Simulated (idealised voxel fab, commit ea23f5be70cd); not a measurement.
process module | voxel released beams
cross-section cut | 205 nm wide | cells 5 nm
A cross-section is a grid of square cells, given in bands from the top down. A band is one or more rows of cells.
Each band's line starts with the height of the band's top and of its bottom, in nm. Then come its materials from left to right, each with its width in nm. One material with "throughout" fills the band from edge to edge. "air" is empty space.
Height 0 is the level under which the wafer as received is all one material. The lowest band goes on downwards, as in "0 down".
A width such as "30 to 40" changes by the same amount from each row of cells to the next, from the band's top row to its bottom row.
"no change" after a step means that no cell of the cross-section changed.
closed voids: empty space of 8 cells or more with no open way to the top, each as width x height at its distance from the left edge, in nm
after a step's settings: what the simulator itself notes on the step
overlay nm, on a step with a mask: how far to the right of its planned place the mask lay; to the left if negative
plan
1 op RECEIVE | material Si
2 op CONFORMAL_DEP | material SiN | thk nm 10
3 op DIRECTIONAL_DEP | material SiO2 | thk nm 15
4 op MASKED_ETCH | tone open | mask id ANCHOR | width nm 45 | etch materials SiO2 | depth nm 15 | overlay nm 0
5 op CONFORMAL_DEP | material TiN | thk nm 15
6 op MASKED_ETCH | tone cover | mask id BEAM | width nm 85 | etch materials TiN | depth nm 15 | overlay nm 0
7 op STRIP | etch materials SiO2
varied across the wafers: width nm of step 6. The plan shows the first wafer's value. All wafers start alike
first wafer as received, after step 1
  0 down: Si throughout
  closed voids: none
each wafer at the end: cells of each material gained (+) or lost (-) since it was received, then its closed voids
width nm 85 | +82 SiN | +69 TiN | closed voids: none
width nm 90 | +82 SiN | +72 TiN | closed voids: none
width nm 95 | +82 SiN | +75 TiN | closed voids: none
width nm 100 | +82 SiN | +78 TiN | closed voids: none
width nm 105 | +82 SiN | +81 TiN | closed voids: none
width nm 110 | +82 SiN | +84 TiN | closed voids: none
